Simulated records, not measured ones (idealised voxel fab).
Module name: voxel plated lines (process module)
It is cross-section cut that appears here, measuring 255 nm in width, its square cells being 5 nm in size.
For the purposes of this document, a cross-section shall be understood as a grid of square cells, specified as bands listed in top-to-bottom order, each band consisting of one or more rows of cells. In this notation a band is specified by the heights of its top and bottom, in that order and in nm, after which its materials appear from left to right, each paired with its width in nm. The word "all across" attached to a single material means that material fills the band from edge to edge; the word "empty" stands for empty space. The level at which height equals 0 is the one under which the wafer, as it arrives, is entirely one material. No lower edge exists for the bottom band, which continues downward and is notated as in "0 down". You'd read "30 to 40" like this: the band's top row of cells is as wide as the first number, its bottom row is as wide as the second, and going down, every row changes width by the same amount as the row before did. No cell of the cross-section changed in a step that is given as "no modifications". Sealed internal voids: empty space of 8 cells or more with no open way to the top, each as width x height at its distance from the left edge, in nm. Past the settings on a step's line: simulator remark, on that step. The "overlay nm" setting may appear on a step's line; for a step that uses a mask, it gives how far to the right of its planned position the mask lay, and a negative value indicates the left.

Below is the list of planned process steps:
step 1: RECEIVE: material Si
step 2: CONFORMAL_DEP: material Al2O3, thk nm 15
step 3: DIRECTIONAL_DEP: material TiN, thk nm 5
step 4: PATTERN: tone open, mask id LINES, material resist, width nm 15, pitch nm 40, thk nm 30, overlay nm 0
step 5: EPI: material Ru, thk nm 10
step 6: EPI: material Ru, thk nm 5
step 7: STRIP: etch materials resist
step 8: DIRECTIONAL_ETCH: etch materials TiN, depth nm 5
step 9: CONFORMAL_DEP: material SiO2, thk nm 5

First wafer, two in total, run as planned:

As-received state of the wafer in cross-section, equivalent to post-step 1:
	0 down = Si all across
	Sealed internal voids: none

The following cross-section depicts the wafer upon completion of step 2:
	15 to 0 = Al2O3 all across
	Anything lower than 0 is untouched.

The following cross-section depicts the wafer upon completion of step 3:
	20 to 15 = TiN all across
	Anything lower than 15 is untouched.

The following cross-section depicts the wafer upon completion of step 4:
	50 to 20 = resist 100 | empty 15 | resist 25 | empty 15 | resist 100
	Anything lower than 20 is untouched.

The following cross-section depicts the wafer upon completion of step 5:
	50 to 30 = resist 100 | empty 15 | resist 25 | empty 15 | resist 100
	30 to 20 = resist 100 | Ru 15 | resist 25 | Ru 15 | resist 100
	Anything lower than 20 is untouched.

The following cross-section depicts the wafer upon completion of step 6:
	50 to 35 = resist 100 | empty 15 | resist 25 | empty 15 | resist 100
	35 to 20 = resist 100 | Ru 15 | resist 25 | Ru 15 | resist 100
	Anything lower than 20 is untouched.

The following cross-section depicts the wafer upon completion of step 7:
	35 to 20 = empty 100 | Ru 15 | empty 25 | Ru 15 | empty 100
	Anything lower than 20 is untouched.

The following cross-section depicts the wafer upon completion of step 8:
	35 to 20 = empty 100 | Ru 15 | empty 25 | Ru 15 | empty 100
	20 to 15 = empty 100 | TiN 15 | empty 25 | TiN 15 | empty 100
	Anything lower than 15 is untouched.

The following cross-section depicts the wafer upon completion of step 9:
	40 to 35 = empty 95 | SiO2 25 | empty 15 | SiO2 25 | empty 95
	35 to 20 = empty 95 | SiO2 5 | Ru 15 | SiO2 5 | empty 15 | SiO2 5 | Ru 15 | SiO2 5 | empty 95
	20 to 15 = SiO2 100 | TiN 15 | SiO2 25 | TiN 15 | SiO2 100
	Anything lower than 15 is untouched.

Second of two: same start, same plan, one run error; steps up to and including 3 match the first:

Cross-sectional representation of the second wafer at the time designated in the plan for the completion of step 4:
	50 to 20 = resist 90 | empty 15 | resist 25 | empty 15 | resist 110
	Anything lower than 20 is untouched.

Cross-sectional representation of the second wafer at the time designated in the plan for the completion of step 5:
	50 to 30 = resist 90 | empty 15 | resist 25 | empty 15 | resist 110
	30 to 20 = resist 90 | Ru 15 | resist 25 | Ru 15 | resist 110
	Anything lower than 20 is untouched.

Cross-sectional representation of the second wafer at the time designated in the plan for the completion of step 6:
	50 to 35 = resist 90 | empty 15 | resist 25 | empty 15 | resist 110
	35 to 20 = resist 90 | Ru 15 | resist 25 | Ru 15 | resist 110
	Anything lower than 20 is untouched.

Cross-sectional representation of the second wafer at the time designated in the plan for the completion of step 7:
	35 to 20 = empty 90 | Ru 15 | empty 25 | Ru 15 | empty 110
	Anything lower than 20 is untouched.

Cross-sectional representation of the second wafer at the time designated in the plan for the completion of step 8:
	35 to 20 = empty 90 | Ru 15 | empty 25 | Ru 15 | empty 110
	20 to 15 = empty 90 | TiN 15 | empty 25 | TiN 15 | empty 110
	Anything lower than 15 is untouched.

Cross-sectional representation of the second wafer at the time designated in the plan for the completion of step 9:
	40 to 35 = empty 85 | SiO2 25 | empty 15 | SiO2 25 | empty 105
	35 to 20 = empty 85 | SiO2 5 | Ru 15 | SiO2 5 | empty 15 | SiO2 5 | Ru 15 | SiO2 5 | empty 105
	20 to 15 = SiO2 90 | TiN 15 | SiO2 25 | TiN 15 | SiO2 110
	Anything lower than 15 is untouched.
Deviation from plan: rather than as planned, step 4 actually ran as PATTERN: tone open, mask id LINES, material resist, width nm 15, pitch nm 40, thk nm 30, overlay nm -10
By the end, you'd get the same cell count for each material on either wafer, but the second wafer puts them somewhere else.
